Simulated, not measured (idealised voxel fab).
Presented below is a process module, voxel gate over fins.
Displayed cross-section: cut, width of 230 nm, square cells sized 5 nm.
The cross-sections in this document take the form of a grid made of square cells. They are written out as bands, in order from top to bottom. Each band consists of one or more rows of cells. It is stipulated that each band's entry specify, in nanometres, the height of the top of the band and then that of its bottom, followed by the materials of the band in left-to-right sequence, each together with its width in nanometres. A single material marked by the word "all across" is understood to fill the band from edge to edge; the word "empty" is understood to denote empty space. Heights are expressed relative to 0, this being the level below which the as-received wafer comprises one material exclusively. The lowest band is unbounded in the downward direction and is denoted as in "0 -> down". Note: "30 to 40" means the width goes from the first number (top row of the band) to the second number (bottom row) in equal steps per row of cells. Any step labelled "no modification" changed none of the cells in the cross-section. "Enclosed cavities" means: voids of 8 cells or more that are shut off from the top with no open way through. Written width x height at distance, distance from the left edge, in nm. Where a step's line continues beyond its settings, the continuation is a remark by the simulator itself on that step. If you see "overlay nm" on a step's line and that step has a mask, it's telling you how far right of where it was planned the mask ended up; a negative number means it went left instead.

Planned process steps
1: RECEIVE,material Si
2: CONFORMAL_DEP,material SiN,thk nm 5
3: PATTERN,tone cover,mask id FINS,material resist,width nm 15,pitch nm 50,thk nm 20,overlay nm 0
4: DIRECTIONAL_ETCH,etch materials SiN,depth nm 5
5: DIRECTIONAL_ETCH,etch materials Si,depth nm 40
6: STRIP,etch materials resist
7: OXIDIZE,depth nm 5
8: FILL_DEP,material SiO2,thk nm 10
9: CMP,height nm 5
10: DIRECTIONAL_DEP,material aC,thk nm 10
11: PATTERN,tone open,mask id RAIL,material resist,width nm 15,thk nm 25,overlay nm 0
12: DIRECTIONAL_ETCH,etch materials aC,depth nm 10
13: STRIP,etch materials resist
14: DIRECTIONAL_ETCH,etch materials SiO2,depth nm 40
15: STRIP,etch materials aC
16: CONFORMAL_DEP,material TiN,thk nm 5
17: FILL_DEP,material W,thk nm 10
18: CMP,height nm 5
19: SELECTIVE_ETCH,etch materials W Ru TiN,depth nm 25
20: FILL_DEP,material SiO2,thk nm 5
21: CMP,height nm 5
22: SELECTIVE_ETCH,etch materials SiO2,depth nm 20
23: STRIP,etch materials SiN
24: CONFORMAL_DEP,material HfO2,thk nm 5
25: CONFORMAL_DEP,material TiN,thk nm 5
26: CONFORMAL_DEP,material TiAl,thk nm 5
27: CONFORMAL_DEP,material TiN,thk nm 5
28: FILL_DEP,material W,thk nm 15
29: CMP,height nm 30
30: CONFORMAL_DEP,material SiN,thk nm 5

Incoming wafer, cross-sectional view, post step 1
> 0 -> down: Si all across
> Enclosed cavities: none

Here's the cross-section of the first of our two wafers at the end of the module - it ran as planned
> 35 -> 30: SiN all across
> 30 -> 20: W all across
> 20 -> 15: W (65) / TiN (45) / W (5) / TiN (45) / W (70)
> 15 -> 10: W (65) / TiN (5) / TiAl (35) / TiN (5) / W (5) / TiN (5) / TiAl (35) / TiN (5) / W (70)
> 10 -> 5: W (65) / TiN (5) / TiAl (5) / TiN (25) / TiAl (5) / TiN (5) / W (5) / TiN (5) / TiAl (5) / TiN (25) / TiAl (5) / TiN (5) / W (70)
> 5 -> 0: TiN (70) / TiAl (5) / TiN (5) / HfO2 (15) / TiN (5) / TiAl (5) / TiN (15) / TiAl (5) / TiN (5) / HfO2 (15) / TiN (5) / TiAl (5) / TiN (75)
> 0 -> -5: TiAl (75) / TiN (5) / HfO2 (5) / Si (5) / HfO2 (5) / TiN (5) / TiAl (25) / TiN (5) / HfO2 (5) / Si (5) / HfO2 (5) / TiN (5) / TiAl (80)
> -5 -> -10: TiN (80) / HfO2 (5) / Si (5) / HfO2 (5) / TiN (35) / HfO2 (5) / Si (5) / HfO2 (5) / TiN (85)
> -10 -> -15: HfO2 (85) / Si (5) / HfO2 (45) / Si (5) / HfO2 (90)
> -15 -> -20: SiO2 (85) / Si (5) / SiO2 (45) / Si (5) / SiO2 (90)
> -20 -> -30: SiO2 (85) / Si (5) / SiO2 (15) / TiN (5) / W (5) / TiN (5) / SiO2 (15) / Si (5) / SiO2 (90)
> -30 -> -35: SiO2 (85) / Si (5) / SiO2 (15) / TiN (15) / SiO2 (15) / Si (5) / SiO2 (90)
> -35 -> -45: SiO2 (85) / Si (5) / SiO2 (45) / Si (5) / SiO2 (90)
> -45 -> down: Si all across
> Enclosed cavities: none

What the second wafer looks like in cross-section once the module is done. Its start and its plan matched the first wafer's exactly; what differed was one mistake in how it was run
> 35 -> 30: SiN all across
> 30 -> 15: W all across
> 15 -> 10: W (70) / TiN (35) / W (15) / TiN (35) / W (75)
> 10 -> 5: W (70) / TiN (5) / TiAl (25) / TiN (5) / W (15) / TiN (5) / TiAl (25) / TiN (5) / W (75)
> 5 -> 0: W (70) / TiN (5) / TiAl (5) / HfO2 (15) / TiAl (5) / TiN (5) / W (15) / TiN (5) / TiAl (5) / HfO2 (15) / TiAl (5) / TiN (5) / W (75)
> 0 -> -5: TiN (75) / TiAl (5) / HfO2 (5) / Si (5) / HfO2 (5) / TiAl (5) / TiN (25) / TiAl (5) / HfO2 (5) / Si (5) / HfO2 (5) / TiAl (5) / TiN (80)
> -5 -> -10: TiAl (80) / HfO2 (5) / Si (5) / HfO2 (5) / TiAl (35) / HfO2 (5) / Si (5) / HfO2 (5) / TiAl (85)
> -10 -> -15: HfO2 (85) / Si (5) / HfO2 (45) / Si (5) / HfO2 (90)
> -15 -> -20: SiO2 (85) / Si (5) / SiO2 (45) / Si (5) / SiO2 (90)
> -20 -> -30: SiO2 (85) / Si (5) / SiO2 (15) / TiN (5) / W (5) / TiN (5) / SiO2 (15) / Si (5) / SiO2 (90)
> -30 -> -35: SiO2 (85) / Si (5) / SiO2 (15) / TiN (15) / SiO2 (15) / Si (5) / SiO2 (90)
> -35 -> -45: SiO2 (85) / Si (5) / SiO2 (45) / Si (5) / SiO2 (90)
> -45 -> down: Si all across
> Enclosed cavities: none
Diagnosis: step 25 was left out
Bottom line after processing is that, in cells, the second wafer is up or down on some materials versus the first: TiN -58, W +58
